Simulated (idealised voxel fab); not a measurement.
process module | voxel tone inversion
Cross-section cut spans 210 nm and uses square cells 5 nm in size.
Cross-section format: a grid of square cells, given as bands from top to bottom; each band is one or more rows of cells. Quick guide to a band line: top height, bottom height (nm) up front; then every material left to right with its width in nm. Only one material and it's marked "all across"? Then it fills the band edge to edge. And "empty" just means empty space. For the purposes of this specification, 0 denotes the height below which the wafer in its as-received condition is composed wholly of one material, and the lowermost band, lacking a lower limit, extends downward without end, as expressed in "top 0, no bottom". With a width like "30->40", each row of cells in the band differs from the next by the same amount, the top row carrying the first number and the bottom row the second. What does "stayed the same" mean for a step? It means no cell of the cross-section changed in that step. "Closed void catalog" contains a list of empty spaces, each no smaller than 8 cells and without an open way to the top, written in the form width x height at distance with the distance from the left edge and all three in nm. after a step's settings: what the simulator itself notes on the step. "overlay nm", when on a step's line for a step with a mask, measures how far to the right of its planned place the mask lay; a negative measure means to the left.

The following list gives the planned process steps:
1 RECEIVE: material Si
2 CONFORMAL_DEP: material SiCN, thk nm 5
3 DIRECTIONAL_DEP: material aC, thk nm 20
4 PATTERN: tone cover, mask id POSTS, material resist, width nm 15, pitch nm 45, thk nm 30, overlay nm 0
5 DIRECTIONAL_ETCH: etch materials aC, depth nm 20
6 STRIP: etch materials resist
7 FILL_DEP: material SiO2, thk nm 5
8 CMP: height nm 25
9 STRIP: etch materials aC
Where the wafers of this document differ is in the width nm of step 4; they start out the same, and the plan states the value that applied to the first wafer.

Incoming state of the first of several wafers in cross-section: after step 1:
	top 0, no bottom = Si all across
	Closed void catalog: none

Rows = wafers. At module end, each row lists per material the cells gained (+) or lost (-) since the wafer was received, then the closed voids:
width nm 15 | +42 SiCN | +144 SiO2 | Closed void catalog: none
width nm 20 | +42 SiCN | +136 SiO2 | Closed void catalog: none
width nm 25 | +42 SiCN | +128 SiO2 | Closed void catalog: none
width nm 30 | +42 SiCN | +120 SiO2 | Closed void catalog: none
